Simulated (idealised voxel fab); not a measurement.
process module | voxel wiring stack
Square cells of 5 nm make up the cross-section cut, whose width is 290 nm.
Throughout this document, each cross-section is represented as a grid of square cells and is presented as a sequence of bands enumerated from the top downward, where a band comprises one or more rows of cells. What a band's entry tells you: where the top is and where the bottom is, as heights in nm, and after that what lies inside, material by material from left to right, each with its width in nm. Empty space is written as the word "air", and a single material marked with the word "edge to edge" occupies the band from edge to edge. Ref level 0: as-received wafer is one material below here. Bottom band extends down with no lower bound ("from 0 down"). So if you see something like "30->40" for the width, read it as the top row of the band sitting at the first number and the bottom row at the second, with every row in between moving by the same amount as the last. The designation "no change occurred", where it is given for a processing step, indicates that no cell of the cross-section was altered in the course of that step. What "Voids, fully enclosed" gives you is every empty space of 8 cells or more that is cut off from the top. Each appears as width x height at distance, with the distance taken from the left edge and width, height and distance all in nm. Whatever follows a step's settings on its line is a remark the simulator itself makes about that step. overlay nm: step with mask; distance mask lay right of planned place; negative value = left of planned place. Quick note on how to read the rest: it's all pairs. You get the cross-section before a process step and the one after, but the after one only goes down as far as the lowest band that changed. The step in between, with its settings, sits under the pair. Heads up, the pairs can come from different runs of this module on the same starting wafer, so don't assume a pair picks up from the one above unless its "Pre-step section" entry says it does.
## Pre-step section
- from 145 to 130 = resist (110); air (15); resist (165)
- from 130 to 115 = SiO2 (110); air (15); resist (10); SiO2 (15); resist (25); SiO2 (115)
- from 115 to 100 = SiO2 (110); air (15); SiO2 (165)
- from 100 to 95 = SiCN (110); air (15); SiCN (165)
- from 95 to 85 = lowk (125); Ru (10); lowk (30); Ru (10); lowk (115)
- from 85 to 75 = lowk (110); Ru (25); lowk (15); Ru (25); lowk (115)
- from 75 to 70 = lowk (110); Ru (15); TiN (10); lowk (15); Ru (15); TiN (10); lowk (115)
- from 70 to 65 = SiO2 (110); Ru (15); SiO2 (25); Ru (15); SiO2 (125)
- from 65 to 60 = SiO2 (110); TiN (15); SiO2 (25); TiN (15); SiO2 (125)
- from 60 to 50 = SiO2 (110); Ru (15); SiO2 (25); Ru (15); SiO2 (125)
- from 50 to 45 = SiCN (110); Ru (15); SiCN (25); Ru (15); SiCN (125)
- from 45 to 20 = lowk (110); Ru (25); lowk (15); Ru (25); lowk (115)
- from 20 to 15 = lowk (110); TiN (25); lowk (15); TiN (25); lowk (115)
- from 15 to 0 = SiO2 edge to edge
- from 0 down = Si edge to edge
- Voids, fully enclosed: none
## Sectional Result
- from 130 to 115 = SiO2 (110); air (25); SiO2 (15); air (25); SiO2 (115)
- For the remainder of the cross-section, below 115, there is no change.
- Voids, fully enclosed: none
The two cross-sections above bracket this step: STRIP (etch materials resist)
Pre-step section: equal to the after panel directly above.
## Sectional Result
- from 135 to 130 = TiN (115); air (15); TiN (25); air (15); TiN (120)
- from 130 to 120 = SiO2 (110); TiN (5); air (15); TiN (5); SiO2 (15); TiN (5); air (15); TiN (5); SiO2 (115)
- from 120 to 115 = SiO2 (110); TiN (5); air (5); TiN (15); SiO2 (15); TiN (25); SiO2 (115)
- from 115 to 100 = SiO2 (110); TiN (5); air (5); TiN (5); SiO2 (165)
- from 100 to 95 = SiCN (110); TiN (15); SiCN (165)
- For the remainder of the cross-section, below 95, there is no change.
- Voids, fully enclosed: none
The two cross-sections above bracket this step: CONFORMAL_DEP (material TiN; thk nm 5)
Pre-step section: equal to the after panel directly above.
## Sectional Result
- from 140 to 135 = Cu edge to edge
- from 135 to 130 = TiN (115); Cu (15); TiN (25); Cu (15); TiN (120)
- from 130 to 120 = SiO2 (110); TiN (5); Cu (15); TiN (5); SiO2 (15); TiN (5); Cu (15); TiN (5); SiO2 (115)
- from 120 to 115 = SiO2 (110); TiN (5); Cu (5); TiN (15); SiO2 (15); TiN (25); SiO2 (115)
- from 115 to 100 = SiO2 (110); TiN (5); Cu (5); TiN (5); SiO2 (165)
- For the remainder of the cross-section, below 100, there is no change.
- Voids, fully enclosed: none
The two cross-sections above bracket this step: FILL_DEP (material Cu; thk nm 5)
Pre-step section: equal to the after panel directly above.
## Sectional Result
- from 130 to 120 = SiO2 (110); TiN (5); Cu (15); TiN (5); SiO2 (15); TiN (5); Cu (15); TiN (5); SiO2 (115)
- For the remainder of the cross-section, below 120, there is no change.
- Voids, fully enclosed: none
The two cross-sections above bracket this step: CMP (height nm 130)
Pre-step section: equal to the after panel directly above.
## Sectional Result
- from 135 to 130 = SiCN edge to edge
- For the remainder of the cross-section, below 130, there is no change.
- Voids, fully enclosed: none
The two cross-sections above bracket this step: CONFORMAL_DEP (material SiCN; thk nm 5)
Pre-step section: equal to the after panel directly above.
## Sectional Result
- from 160 to 135 = SiO2 edge to edge
- For the remainder of the cross-section, below 135, there is no change.
- Voids, fully enclosed: none
The two cross-sections above bracket this step: DIRECTIONAL_DEP (material SiO2; thk nm 25)
Pre-step section: equal to the after panel directly above.
## Sectional Result
- from 160 to 135 = SiO2 (110); air (15); SiO2 (25); air (15); SiO2 (125)
- For the remainder of the cross-section, below 135, there is no change.
- Voids, fully enclosed: none
The two cross-sections above bracket this step: MASKED_ETCH (tone open; mask id METAL_4_HOLES; width nm 15; pitch nm 40; etch materials SiO2; depth nm 25; overlay nm 0)
Pre-step section: equal to the after panel directly above.
## Sectional Result
- from 180 to 160 = resist (110); air (25); resist (15); air (25); resist (115)
- For the remainder of the cross-section, below 160, there is no change.
- Voids, fully enclosed: none
The two cross-sections above bracket this step: PATTERN (tone open; mask id METAL_4; material resist; width nm 25; pitch nm 40; thk nm 20; overlay nm 0)
Pre-step section: equal to the after panel directly above.
## Sectional Result
- from 180 to 160 = resist (110); air (25); resist (15); air (25); resist (115)
- from 160 to 145 = SiO2 (110); air (25); SiO2 (15); air (25); SiO2 (115)
- For the remainder of the cross-section, below 145, there is no change.
- Voids, fully enclosed: none
The two cross-sections above bracket this step: DIRECTIONAL_ETCH (etch materials SiO2; depth nm 15)
Pre-step section: equal to the after panel directly above.
## Sectional Result
- from 180 to 160 = resist (110); air (25); resist (15); air (25); resist (115)
- from 160 to 145 = SiO2 (110); air (25); SiO2 (15); air (25); SiO2 (115)
- from 145 to 135 = SiO2 (110); air (15); SiO2 (25); air (15); SiO2 (125)
- from 135 to 130 = SiCN (110); air (15); SiCN (25); air (15); SiCN (125)
- For the remainder of the cross-section, below 130, there is no change.
- Voids, fully enclosed: none
The two cross-sections above bracket this step: DIRECTIONAL_ETCH (etch materials SiCN; depth nm 5)
Pre-step section: equal to the after panel directly above.
## Sectional Result
- from 160 to 145 = SiO2 (110); air (25); SiO2 (15); air (25); SiO2 (115)
- For the remainder of the cross-section, below 145, there is no change.
- Voids, fully enclosed: none
The two cross-sections above bracket this step: STRIP (etch materials resist)
Pre-step section: equal to the after panel directly above.
## Sectional Result
- from 165 to 160 = TiN (115); air (15); TiN (25); air (15); TiN (120)
- from 160 to 150 = SiO2 (110); TiN (5); air (15); TiN (5); SiO2 (15); TiN (5); air (15); TiN (5); SiO2 (115)
- from 150 to 145 = SiO2 (110); TiN (5); air (5); TiN (15); SiO2 (15); TiN (5); air (5); TiN (15); SiO2 (115)
- from 145 to 135 = SiO2 (110); TiN (5); air (5); TiN (5); SiO2 (25); TiN (5); air (5); TiN (5); SiO2 (125)
- from 135 to 130 = SiCN (110); TiN (15); SiCN (25); TiN (15); SiCN (125)
- For the remainder of the cross-section, below 130, there is no change.
- Voids, fully enclosed: none
The two cross-sections above bracket this step: CONFORMAL_DEP (material TiN; thk nm 5)
Pre-step section: equal to the after panel directly above.
## Sectional Result
- from 170 to 165 = Cu edge to edge
- from 165 to 160 = TiN (115); Cu (15); TiN (25); Cu (15); TiN (120)
- from 160 to 150 = SiO2 (110); TiN (5); Cu (15); TiN (5); SiO2 (15); TiN (5); Cu (15); TiN (5); SiO2 (115)
- from 150 to 145 = SiO2 (110); TiN (5); Cu (5); TiN (15); SiO2 (15); TiN (5); Cu (5); TiN (15); SiO2 (115)
- from 145 to 135 = SiO2 (110); TiN (5); Cu (5); TiN (5); SiO2 (25); TiN (5); Cu (5); TiN (5); SiO2 (125)
- For the remainder of the cross-section, below 135, there is no change.
- Voids, fully enclosed: none
The two cross-sections above bracket this step: FILL_DEP (material Cu; thk nm 5)
Pre-step section: equal to the after panel directly above.
## Sectional Result
- from 160 to 150 = SiO2 (110); TiN (5); Cu (15); TiN (5); SiO2 (15); TiN (5); Cu (15); TiN (5); SiO2 (115)
- For the remainder of the cross-section, below 150, there is no change.
- Voids, fully enclosed: none
The two cross-sections above bracket this step: CMP (height nm 160)
Pre-step section: equal to the after panel directly above.
## Sectional Result
- from 165 to 160 = SiCN edge to edge
- For the remainder of the cross-section, below 160, there is no change.
- Voids, fully enclosed: none
The two cross-sections above bracket this step: CONFORMAL_DEP (material SiCN; thk nm 5)
## Pre-step section
- from 70 to 50 = SiO2 edge to edge
- from 50 to 45 = SiCN edge to edge
- from 45 to 20 = lowk (110); Ru (25); lowk (15); Ru (25); lowk (115)
- from 20 to 15 = lowk (110); TiN (25); lowk (15); TiN (25); lowk (115)
- from 15 to 0 = SiO2 edge to edge
- from 0 down = Si edge to edge
- Voids, fully enclosed: none
## Sectional Result
- from 90 to 50 = SiO2 edge to edge
- For the remainder of the cross-section, below 50, there is no change.
- Voids, fully enclosed: none
The two cross-sections above bracket this step: DIRECTIONAL_DEP (material SiO2; thk nm 20)
Pre-step section: equal to the after panel directly above.
## Sectional Result
- from 110 to 90 = resist (110); air (15); resist (25); air (15); resist (125)
- For the remainder of the cross-section, below 90, there is no change.
- Voids, fully enclosed: none
The two cross-sections above bracket this step: PATTERN (tone open; mask id PLUG_1; material resist; width nm 15; pitch nm 40; thk nm 20; overlay nm 0)
Pre-step section: equal to the after panel directly above.
## Sectional Result
- from 110 to 90 = resist (110); air (15); resist (25); air (15); resist (125)
- from 90 to 70 = SiO2 (110); air (15); SiO2 (25); air (15); SiO2 (125)
- For the remainder of the cross-section, below 70, there is no change.
- Voids, fully enclosed: none
The two cross-sections above bracket this step: DIRECTIONAL_ETCH (etch materials SiO2; depth nm 20)
Pre-step section: equal to the after panel directly above.
## Sectional Result
- from 90 to 70 = SiO2 (110); air (15); SiO2 (25); air (15); SiO2 (125)
- For the remainder of the cross-section, below 70, there is no change.
- Voids, fully enclosed: none
The two cross-sections above bracket this step: STRIP (etch materials resist)
Pre-step section: equal to the after panel directly above.
## Sectional Result
- from 95 to 90 = TiN (110); air (15); TiN (25); air (15); TiN (125)
- from 90 to 75 = SiO2 (110); air (15); SiO2 (25); air (15); SiO2 (125)
- from 75 to 70 = SiO2 (110); TiN (15); SiO2 (25); TiN (15); SiO2 (125)
- For the remainder of the cross-section, below 70, there is no change.
- Voids, fully enclosed: none
The two cross-sections above bracket this step: DIRECTIONAL_DEP (material TiN; thk nm 5)
Pre-step section: equal to the after panel directly above.
## Sectional Result
- from 115 to 95 = Ru (110); air (15); Ru (25); air (15); Ru (125)
- from 95 to 90 = TiN (110); Ru (15); TiN (25); Ru (15); TiN (125)
- from 90 to 75 = SiO2 (110); Ru (15); SiO2 (25); Ru (15); SiO2 (125)
- For the remainder of the cross-section, below 75, there is no change.
- Voids, fully enclosed: none
The two cross-sections above bracket this step: DIRECTIONAL_DEP (material Ru; thk nm 20)
Pre-step section: equal to the after panel directly above.
## Sectional Result
- from 130 to 115 = aC (110); air (15); aC (25); air (15); aC (125)
- from 115 to 110 = Ru (110); air (15); Ru (25); air (15); Ru (125)
- from 110 to 95 = Ru (110); aC (15); Ru (25); aC (15); Ru (125)
- For the remainder of the cross-section, below 95, there is no change.
- Voids, fully enclosed: none
The two cross-sections above bracket this step: DIRECTIONAL_DEP (material aC; thk nm 15)
Pre-step section: equal to the after panel directly above.
## Sectional Result
- from 160 to 130 = air (110); resist (25); air (15); resist (25); air (115)
- from 130 to 115 = aC (110); resist (15); aC (25); resist (15); aC (125)
- from 115 to 110 = Ru (110); resist (15); Ru (25); resist (15); Ru (125)
- For the remainder of the cross-section, below 110, there is no change.
- Voids, fully enclosed: none
The two cross-sections above bracket this step: PATTERN (tone cover; mask id METAL_2; material resist; width nm 25; pitch nm 40; thk nm 30; overlay nm 0)
Pre-step section: equal to the after panel directly above.
## Sectional Result
- from 145 to 130 = air (110); resist (25); air (15); resist (25); air (115)
- from 130 to 115 = air (110); resist (15); aC (10); air (15); resist (15); aC (10); air (115)
- For the remainder of the cross-section, below 115, there is no change.
- Voids, fully enclosed: none
The two cross-sections above bracket this step: DIRECTIONAL_ETCH (etch materials aC; depth nm 15)
Pre-step section: equal to the after panel directly above.
## Sectional Result
- from 130 to 115 = air (125); aC (10); air (30); aC (10); air (115)
- from 115 to 110 = Ru (110); air (15); Ru (25); air (15); Ru (125)
- For the remainder of the cross-section, below 110, there is no change.
- Voids, fully enclosed: none
The two cross-sections above bracket this step: STRIP (etch materials resist)
Pre-step section: equal to the after panel directly above.
## Sectional Result
- from 130 to 115 = air (125); aC (10); air (30); aC (10); air (115)
- from 115 to 110 = air (125); Ru (10); air (30); Ru (10); air (115)
- from 110 to 95 = air (110); aC (15); Ru (10); air (15); aC (15); Ru (10); air (115)
- For the remainder of the cross-section, below 95, there is no change.
- Voids, fully enclosed: none
The two cross-sections above bracket this step: DIRECTIONAL_ETCH (etch materials Ru; depth nm 20)
Pre-step section: equal to the after panel directly above.
## Sectional Result
- from 130 to 115 = air (125); aC (10); air (30); aC (10); air (115)
- from 115 to 110 = air (125); Ru (10); air (30); Ru (10); air (115)
- from 110 to 95 = air (110); aC (15); Ru (10); air (15); aC (15); Ru (10); air (115)
- from 95 to 90 = air (110); Ru (15); TiN (10); air (15); Ru (15); TiN (10); air (115)
- For the remainder of the cross-section, below 90, there is no change.
- Voids, fully enclosed: none
The two cross-sections above bracket this step: DIRECTIONAL_ETCH (etch materials TiN; depth nm 5)
Pre-step section: equal to the after panel directly above.
## Sectional Result
- from 115 to 95 = air (125); Ru (10); air (30); Ru (10); air (115)
- For the remainder of the cross-section, below 95, there is no change.
- Voids, fully enclosed: none
The two cross-sections above bracket this step: STRIP (etch materials aC)
Pre-step section: equal to the after panel directly above.
## Sectional Result
- from 125 to 115 = lowk edge to edge
- from 115 to 95 = lowk (125); Ru (10); lowk (30); Ru (10); lowk (115)
- from 95 to 90 = lowk (110); Ru (15); TiN (10); lowk (15); Ru (15); TiN (10); lowk (115)
- For the remainder of the cross-section, below 90, there is no change.
- Voids, fully enclosed: none
The two cross-sections above bracket this step: FILL_DEP (material lowk; thk nm 10)
Pre-step section: equal to the after panel directly above.
## Sectional Result
- from 95 to 90 = lowk (110); Ru (15); TiN (10); lowk (15); Ru (15); TiN (10); lowk (115)
- For the remainder of the cross-section, below 90, there is no change.
- Voids, fully enclosed: none
The two cross-sections above bracket this step: CMP (height nm 95)
Pre-step section: equal to the after panel directly above.
## Sectional Result
- from 100 to 95 = SiCN edge to edge
- For the remainder of the cross-section, below 95, there is no change.
- Voids, fully enclosed: none
The two cross-sections above bracket this step: CONFORMAL_DEP (material SiCN; thk nm 5)
Pre-step section: equal to the after panel directly above.
## Sectional Result
- from 130 to 100 = SiO2 edge to edge
- For the remainder of the cross-section, below 100, there is no change.
- Voids, fully enclosed: none
The two cross-sections above bracket this step: DIRECTIONAL_DEP (material SiO2; thk nm 30)
Pre-step section: equal to the after panel directly above.
## Sectional Result
- from 140 to 130 = aC edge to edge
- For the remainder of the cross-section, below 130, there is no change.
- Voids, fully enclosed: none
The two cross-sections above bracket this step: DIRECTIONAL_DEP (material aC; thk nm 10)
Pre-step section: equal to the after panel directly above.
## Sectional Result
- from 165 to 140 = resist (110); air (25); resist (15); air (25); resist (115)
- For the remainder of the cross-section, below 140, there is no change.
- Voids, fully enclosed: none
The two cross-sections above bracket this step: PATTERN (tone open; mask id METAL_3; material resist; width nm 25; pitch nm 40; thk nm 25; overlay nm 0)
Pre-step section: equal to the after panel directly above.
## Sectional Result
- from 155 to 140 = resist (110); air (25); resist (15); air (25); resist (115)
- from 140 to 130 = aC (110); air (25); aC (15); air (25); aC (115)
- For the remainder of the cross-section, below 130, there is no change.
- Voids, fully enclosed: none
The two cross-sections above bracket this step: DIRECTIONAL_ETCH (etch materials aC; depth nm 10)
Pre-step section: equal to the after panel directly above.
## Sectional Result
- from 140 to 130 = aC (110); air (25); aC (15); air (25); aC (115)
- For the remainder of the cross-section, below 130, there is no change.
- Voids, fully enclosed: none
The two cross-sections above bracket this step: STRIP (etch materials resist)
Pre-step section: equal to the after panel directly above.
## Sectional Result
- from 140 to 130 = aC (110); air (25); aC (15); air (25); aC (115)
- from 130 to 115 = SiO2 (110); air (25); SiO2 (15); air (25); SiO2 (115)
- For the remainder of the cross-section, below 115, there is no change.
- Voids, fully enclosed: none
The two cross-sections above bracket this step: DIRECTIONAL_ETCH (etch materials SiO2; depth nm 15)
Pre-step section: equal to the after panel directly above.
## Sectional Result
- from 130 to 115 = SiO2 (110); air (25); SiO2 (15); air (25); SiO2 (115)
- For the remainder of the cross-section, below 115, there is no change.
- Voids, fully enclosed: none
The two cross-sections above bracket this step: STRIP (etch materials aC)
Pre-step section: equal to the after panel directly above.
## Sectional Result
- from 145 to 130 = resist (110); air (15); resist (165)
- from 130 to 115 = SiO2 (110); air (15); resist (10); SiO2 (15); resist (25); SiO2 (115)
- For the remainder of the cross-section, below 115, there is no change.
- Voids, fully enclosed: none
The two cross-sections above bracket this step: PATTERN (tone open; mask id METAL_3_HOLES; material resist; width nm 15; thk nm 15; overlay nm 0)
Pre-step section: equal to the after panel directly above.
## Sectional Result
- from 145 to 130 = resist (110); air (15); resist (165)
- from 130 to 115 = SiO2 (110); air (15); resist (10); SiO2 (15); resist (25); SiO2 (115)
- from 115 to 100 = SiO2 (110); air (15); SiO2 (165)
- For the remainder of the cross-section, below 100, there is no change.
- Voids, fully enclosed: none
The two cross-sections above bracket this step: DIRECTIONAL_ETCH (etch materials SiO2; depth nm 15)
Pre-step section: equal to the after panel directly above.
## Sectional Result
- from 145 to 130 = resist (110); air (15); resist (165)
- from 130 to 115 = SiO2 (110); air (15); resist (10); SiO2 (15); resist (25); SiO2 (115)
- from 115 to 100 = SiO2 (110); air (15); SiO2 (165)
- from 100 to 95 = SiCN (110); air (15); SiCN (165)
- For the remainder of the cross-section, below 95, there is no change.
- Voids, fully enclosed: none
The two cross-sections above bracket this step: DIRECTIONAL_ETCH (etch materials SiCN; depth nm 5)
Pre-step section: equal to the after panel directly above.
## Sectional Result
- from 130 to 115 = SiO2 (110); air (25); SiO2 (15); air (25); SiO2 (115)
- For the remainder of the cross-section, below 115, there is no change.
- Voids, fully enclosed: none
The two cross-sections above bracket this step: STRIP (etch materials resist)
Pre-step section: equal to the after panel directly above.
## Sectional Result
- from 135 to 130 = TiN (115); air (15); TiN (25); air (15); TiN (120)
- from 130 to 120 = SiO2 (110); TiN (5); air (15); TiN (5); SiO2 (15); TiN (5); air (15); TiN (5); SiO2 (115)
- from 120 to 115 = SiO2 (110); TiN (5); air (5); TiN (15); SiO2 (15); TiN (25); SiO2 (115)
- from 115 to 100 = SiO2 (110); TiN (5); air (5); TiN (5); SiO2 (165)
- from 100 to 95 = SiCN (110); TiN (15); SiCN (165)
- For the remainder of the cross-section, below 95, there is no change.
- Voids, fully enclosed: none
The two cross-sections above bracket this step: CONFORMAL_DEP (material TiN; thk nm 5)
Pre-step section: equal to the after panel directly above.
## Sectional Result
- from 140 to 135 = Cu edge to edge
- from 135 to 130 = TiN (115); Cu (15); TiN (25); Cu (15); TiN (120)
- from 130 to 120 = SiO2 (110); TiN (5); Cu (15); TiN (5); SiO2 (15); TiN (5); Cu (15); TiN (5); SiO2 (115)
- from 120 to 115 = SiO2 (110); TiN (5); Cu (5); TiN (15); SiO2 (15); TiN (25); SiO2 (115)
- from 115 to 100 = SiO2 (110); TiN (5); Cu (5); TiN (5); SiO2 (165)
- For the remainder of the cross-section, below 100, there is no change.
- Voids, fully enclosed: none
The two cross-sections above bracket this step: FILL_DEP (material Cu; thk nm 5)
Pre-step section: equal to the after panel directly above.
## Sectional Result
- from 130 to 120 = SiO2 (110); TiN (5); Cu (15); TiN (5); SiO2 (15); TiN (5); Cu (15); TiN (5); SiO2 (115)
- For the remainder of the cross-section, below 120, there is no change.
- Voids, fully enclosed: none
The two cross-sections above bracket this step: CMP (height nm 130)
Pre-step section: equal to the after panel directly above.
## Sectional Result
- from 135 to 130 = SiCN edge to edge
- For the remainder of the cross-section, below 130, there is no change.
- Voids, fully enclosed: none
The two cross-sections above bracket this step: CONFORMAL_DEP (material SiCN; thk nm 5)
Pre-step section: equal to the after panel directly above.
## Sectional Result
- from 160 to 135 = SiO2 edge to edge
- For the remainder of the cross-section, below 135, there is no change.
- Voids, fully enclosed: none
The two cross-sections above bracket this step: DIRECTIONAL_DEP (material SiO2; thk nm 25)
Pre-step section: equal to the after panel directly above.
## Sectional Result
- from 160 to 135 = SiO2 (110); air (15); SiO2 (25); air (15); SiO2 (125)
- For the remainder of the cross-section, below 135, there is no change.
- Voids, fully enclosed: none
The two cross-sections above bracket this step: MASKED_ETCH (tone open; mask id METAL_4_HOLES; width nm 15; pitch nm 40; etch materials SiO2; depth nm 25; overlay nm 0)
Pre-step section: equal to the after panel directly above.
## Sectional Result
- from 180 to 160 = resist (110); air (25); resist (15); air (25); resist (115)
- For the remainder of the cross-section, below 160, there is no change.
- Voids, fully enclosed: none
The two cross-sections above bracket this step: PATTERN (tone open; mask id METAL_4; material resist; width nm 25; pitch nm 40; thk nm 20; overlay nm 0)
Pre-step section: equal to the after panel directly above.
## Sectional Result
- from 180 to 160 = resist (110); air (25); resist (15); air (25); resist (115)
- from 160 to 145 = SiO2 (110); air (25); SiO2 (15); air (25); SiO2 (115)
- For the remainder of the cross-section, below 145, there is no change.
- Voids, fully enclosed: none
The two cross-sections above bracket this step: DIRECTIONAL_ETCH (etch materials SiO2; depth nm 15)
Pre-step section: equal to the after panel directly above.
## Sectional Result
- from 180 to 160 = resist (110); air (25); resist (15); air (25); resist (115)
- from 160 to 145 = SiO2 (110); air (25); SiO2 (15); air (25); SiO2 (115)
- from 145 to 135 = SiO2 (110); air (15); SiO2 (25); air (15); SiO2 (125)
- from 135 to 130 = SiCN (110); air (15); SiCN (25); air (15); SiCN (125)
- For the remainder of the cross-section, below 130, there is no change.
- Voids, fully enclosed: none
The two cross-sections above bracket this step: DIRECTIONAL_ETCH (etch materials SiCN; depth nm 5)
Pre-step section: equal to the after panel directly above.
## Sectional Result
- from 160 to 145 = SiO2 (110); air (25); SiO2 (15); air (25); SiO2 (115)
- For the remainder of the cross-section, below 145, there is no change.
- Voids, fully enclosed: none
The two cross-sections above bracket this step: STRIP (etch materials resist)
Pre-step section: equal to the after panel directly above.
## Sectional Result
- from 165 to 160 = TiN (115); air (15); TiN (25); air (15); TiN (120)
- from 160 to 150 = SiO2 (110); TiN (5); air (15); TiN (5); SiO2 (15); TiN (5); air (15); TiN (5); SiO2 (115)
- from 150 to 145 = SiO2 (110); TiN (5); air (5); TiN (15); SiO2 (15); TiN (5); air (5); TiN (15); SiO2 (115)
- from 145 to 135 = SiO2 (110); TiN (5); air (5); TiN (5); SiO2 (25); TiN (5); air (5); TiN (5); SiO2 (125)
- from 135 to 130 = SiCN (110); TiN (15); SiCN (25); TiN (15); SiCN (125)
- For the remainder of the cross-section, below 130, there is no change.
- Voids, fully enclosed: none
The two cross-sections above bracket this step: CONFORMAL_DEP (material TiN; thk nm 5)
Pre-step section: equal to the after panel directly above.
## Sectional Result
- from 170 to 165 = Cu edge to edge
- from 165 to 160 = TiN (115); Cu (15); TiN (25); Cu (15); TiN (120)
- from 160 to 150 = SiO2 (110); TiN (5); Cu (15); TiN (5); SiO2 (15); TiN (5); Cu (15); TiN (5); SiO2 (115)
- from 150 to 145 = SiO2 (110); TiN (5); Cu (5); TiN (15); SiO2 (15); TiN (5); Cu (5); TiN (15); SiO2 (115)
- from 145 to 135 = SiO2 (110); TiN (5); Cu (5); TiN (5); SiO2 (25); TiN (5); Cu (5); TiN (5); SiO2 (125)
- For the remainder of the cross-section, below 135, there is no change.
- Voids, fully enclosed: none
The two cross-sections above bracket this step: FILL_DEP (material Cu; thk nm 5)
Pre-step section: equal to the after panel directly above.
## Sectional Result
- from 160 to 150 = SiO2 (110); TiN (5); Cu (15); TiN (5); SiO2 (15); TiN (5); Cu (15); TiN (5); SiO2 (115)
- For the remainder of the cross-section, below 150, there is no change.
- Voids, fully enclosed: none
The two cross-sections above bracket this step: CMP (height nm 160)
Pre-step section: equal to the after panel directly above.
## Sectional Result
- from 165 to 160 = SiCN edge to edge
- For the remainder of the cross-section, below 160, there is no change.
- Voids, fully enclosed: none
The two cross-sections above bracket this step: CONFORMAL_DEP (material SiCN; thk nm 5)
## Pre-step section
- from 70 to 65 = SiO2 (110); air (15); SiO2 (25); air (15); SiO2 (125)
- from 65 to 50 = SiO2 (110); Ru (15); SiO2 (25); Ru (15); SiO2 (125)
- from 50 to 45 = SiCN (110); Ru (15); SiCN (25); Ru (15); SiCN (125)
- from 45 to 20 = lowk (110); Ru (25); lowk (15); Ru (25); lowk (115)
- from 20 to 15 = lowk (110); TiN (25); lowk (15); TiN (25); lowk (115)
- from 15 to 0 = SiO2 edge to edge
- from 0 down = Si edge to edge
- Voids, fully enclosed: none
## Sectional Result
- from 75 to 70 = TiN (110); air (15); TiN (25); air (15); TiN (125)
- from 70 to 65 = SiO2 (110); TiN (15); SiO2 (25); TiN (15); SiO2 (125)
- For the remainder of the cross-section, below 65, there is no change.
- Voids, fully enclosed: none
The two cross-sections above bracket this step: DIRECTIONAL_DEP (material TiN; thk nm 5)
Pre-step section: equal to the after panel directly above.
## Sectional Result
- from 80 to 75 = Ru (115); air (5); Ru (35); air (5); Ru (130)
- from 75 to 70 = TiN (110); Ru (15); TiN (25); Ru (15); TiN (125)
- For the remainder of the cross-section, below 70, there is no change.
- Voids, fully enclosed: none
The two cross-sections above bracket this step: EPI (material Ru; thk nm 5)
Pre-step section: equal to the after panel directly above.
## Sectional Result
- from 100 to 95 = Ru (115); air (5); Ru (35); air (5); Ru (130)
- from 95 to 75 = Ru edge to edge
- For the remainder of the cross-section, below 75, there is no change.
- Voids, fully enclosed: none
The two cross-sections above bracket this step: DIRECTIONAL_DEP (material Ru; thk nm 20)
Pre-step section: equal to the after panel directly above.
## Sectional Result
- from 115 to 110 = aC (115); air (5); aC (35); air (5); aC (130)
- from 110 to 100 = aC edge to edge
- from 100 to 95 = Ru (115); aC (5); Ru (35); aC (5); Ru (130)
- For the remainder of the cross-section, below 95, there is no change.
- Voids, fully enclosed: none
The two cross-sections above bracket this step: DIRECTIONAL_DEP (material aC; thk nm 15)
Pre-step section: equal to the after panel directly above.
## Sectional Result
- from 145 to 115 = air (110); resist (25); air (15); resist (25); air (115)
- from 115 to 110 = aC (115); resist (5); aC (35); resist (5); aC (130)
- For the remainder of the cross-section, below 110, there is no change.
- Voids, fully enclosed: none
The two cross-sections above bracket this step: PATTERN (tone cover; mask id METAL_2; material resist; width nm 25; pitch nm 40; thk nm 30; overlay nm 0)
Pre-step section: equal to the after panel directly above.
## Sectional Result
- from 130 to 115 = air (110); resist (25); air (15); resist (25); air (115)
- from 115 to 110 = air (110); aC (5); resist (5); aC (15); air (15); aC (5); resist (5); aC (15); air (115)
- from 110 to 100 = air (110); aC (25); air (15); aC (25); air (115)
- For the remainder of the cross-section, below 100, there is no change.
- Voids, fully enclosed: none
The two cross-sections above bracket this step: DIRECTIONAL_ETCH (etch materials aC; depth nm 15)
Pre-step section: equal to the after panel directly above.
## Sectional Result
- from 115 to 110 = air (110); aC (5); air (5); aC (15); air (15); aC (5); air (5); aC (15); air (115)
- For the remainder of the cross-section, below 110, there is no change.
- Voids, fully enclosed: none
The two cross-sections above bracket this step: STRIP (etch materials resist)
Pre-step section: equal to the after panel directly above.
## Sectional Result
- from 115 to 110 = air (110); aC (5); air (5); aC (15); air (15); aC (5); air (5); aC (15); air (115)
- from 110 to 100 = air (110); aC (25); air (15); aC (25); air (115)
- from 100 to 95 = air (110); Ru (5); aC (5); Ru (15); air (15); Ru (5); aC (5); Ru (15); air (115)
- from 95 to 80 = air (110); Ru (25); air (15); Ru (25); air (115)
- For the remainder of the cross-section, below 80, there is no change.
- Voids, fully enclosed: none
The two cross-sections above bracket this step: DIRECTIONAL_ETCH (etch materials Ru; depth nm 20)
Pre-step section: equal to the after panel directly above.
## Sectional Result
- from 100 to 95 = air (110); Ru (5); air (5); Ru (15); air (15); Ru (5); air (5); Ru (15); air (115)
- For the remainder of the cross-section, below 95, there is no change.
- Voids, fully enclosed: none
The two cross-sections above bracket this step: STRIP (etch materials aC)
Pre-step section: equal to the after panel directly above.
## Sectional Result
- from 110 to 100 = lowk edge to edge
- from 100 to 95 = lowk (110); Ru (5); lowk (5); Ru (15); lowk (15); Ru (5); lowk (5); Ru (15); lowk (115)
- from 95 to 80 = lowk (110); Ru (25); lowk (15); Ru (25); lowk (115)
- For the remainder of the cross-section, below 80, there is no change.
- Voids, fully enclosed: none
The two cross-sections above bracket this step: FILL_DEP (material lowk; thk nm 10)
Pre-step section: equal to the after panel directly above.
## Sectional Result
- from 95 to 80 = lowk (110); Ru (25); lowk (15); Ru (25); lowk (115)
- For the remainder of the cross-section, below 80, there is no change.
- Voids, fully enclosed: none
The two cross-sections above bracket this step: CMP (height nm 95)
Pre-step section: equal to the after panel directly above.
## Sectional Result
- from 100 to 95 = SiCN edge to edge
- For the remainder of the cross-section, below 95, there is no change.
- Voids, fully enclosed: none
The two cross-sections above bracket this step: CONFORMAL_DEP (material SiCN; thk nm 5)
Pre-step section: equal to the after panel directly above.
## Sectional Result
- from 130 to 100 = SiO2 edge to edge
- For the remainder of the cross-section, below 100, there is no change.
- Voids, fully enclosed: none
The two cross-sections above bracket this step: DIRECTIONAL_DEP (material SiO2; thk nm 30)
Pre-step section: equal to the after panel directly above.
## Sectional Result
- from 140 to 130 = aC edge to edge
- For the remainder of the cross-section, below 130, there is no change.
- Voids, fully enclosed: none
The two cross-sections above bracket this step: DIRECTIONAL_DEP (material aC; thk nm 10)
Pre-step section: equal to the after panel directly above.
## Sectional Result
- from 165 to 140 = resist (110); air (25); resist (15); air (25); resist (115)
- For the remainder of the cross-section, below 140, there is no change.
- Voids, fully enclosed: none
The two cross-sections above bracket this step: PATTERN (tone open; mask id METAL_3; material resist; width nm 25; pitch nm 40; thk nm 25; overlay nm 0)
